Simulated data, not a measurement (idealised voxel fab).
The name of this process module is voxel released beams.
Square cells of 5 nm make up the cross-section cut, whose width is 280 nm.
We lay out every cross-section as a grid of square cells and spell it out in bands from the top down, where one band means one or more rows of cells. Heads up on the band format: heights come first, top then bottom, in nm. After that it's the materials left to right, each with its width in nm. A single material flagged "all across" fills the whole band edge to edge, and "blank" means there's empty space there. Height reference: 0 = level under which incoming wafer is all one material. Lowest band: no bottom, runs on downward, e.g. "z 0 and below". Note: "30->40" means the width goes from the first number (top row of the band) to the second number (bottom row) in equal steps per row of cells. You'll sometimes find "identical to before" written for a step, and that's the way of saying that nowhere in the cross-section did a cell change during that step. If an empty space has no open way to the top and is at least 8 cells in size, "Voids, enclosed" lists it, written width x height at distance, where distance is measured from the left edge and every value is in nm. Read whatever lies past the settings on a step's line as the simulator's own remark about the step. overlay nm: for a step with a mask, the amount by which the mask lay right of where it was planned; a negative amount means left of it.

# Steps in the process plan
step 1: op RECEIVE | material Si
step 2: op CONFORMAL_DEP | material Al2O3 | thk nm 10
step 3: op DIRECTIONAL_DEP | material SiO2 | thk nm 15
step 4: op MASKED_ETCH | tone open | mask id ANCHOR | width nm 25 | etch materials SiO2 | depth nm 15 | overlay nm 0
step 5: op CONFORMAL_DEP | material W | thk nm 5
step 6: op DIRECTIONAL_DEP | material aC | thk nm 15
step 7: op PATTERN | tone cover | mask id BEAM | material resist | width nm 105 | thk nm 35 | overlay nm 0
step 8: op DIRECTIONAL_ETCH | etch materials aC | depth nm 15
step 9: op STRIP | etch materials resist
step 10: op DIRECTIONAL_ETCH | etch materials W | depth nm 10
step 11: op STRIP | etch materials aC
step 12: op STRIP | etch materials SiO2
The value of thk nm given for step 5 in the plan refers to the first wafer; the wafers vary in this setting and are alike at the start.

# Cross-section of the first of several wafers as received (after step 1)
    z 0 and below | Si all across
    Voids, enclosed: none

# Module finished, last step 12 done: cross-section of the first of several wafers
    z 30 to 25 | blank 85, W 10, blank 15, W 80, blank 90
    z 25 to 15 | blank 90, W 5, blank 15, W 5, blank 165
    z 15 to 10 | blank 90, W 25, blank 165
    z 10 to 0 | Al2O3 all across
    z 0 and below | Si all across
    Voids, enclosed: none

# Here we cross-sectioned the last of the wafers once the module was done
    z 50 to 40 | blank 85, W 105, blank 90
    z 40 to 25 | W all across
    z 25 to 10 | SiO2 90, W 25, SiO2 165
    z 10 to 0 | Al2O3 all across
    z 0 and below | Si all across
    Voids, enclosed: none

# Tabulated below, wafer by wafer, are the end-of-module results: for each material, the number of cells gained (+) or lost (-) relative to the as-received state, followed by the closed voids
thk nm 5 | +112 Al2O3 | +27 W | Voids, enclosed: none
thk nm 10 | +112 Al2O3 | +54 W | Voids, enclosed: none
thk nm 15 | +112 Al2O3 | +153 SiO2 | +113 W | Voids, enclosed: none
thk nm 20 | +112 Al2O3 | +153 SiO2 | +169 W | Voids, enclosed: none
thk nm 25 | +112 Al2O3 | +153 SiO2 | +225 W | Voids, enclosed: none
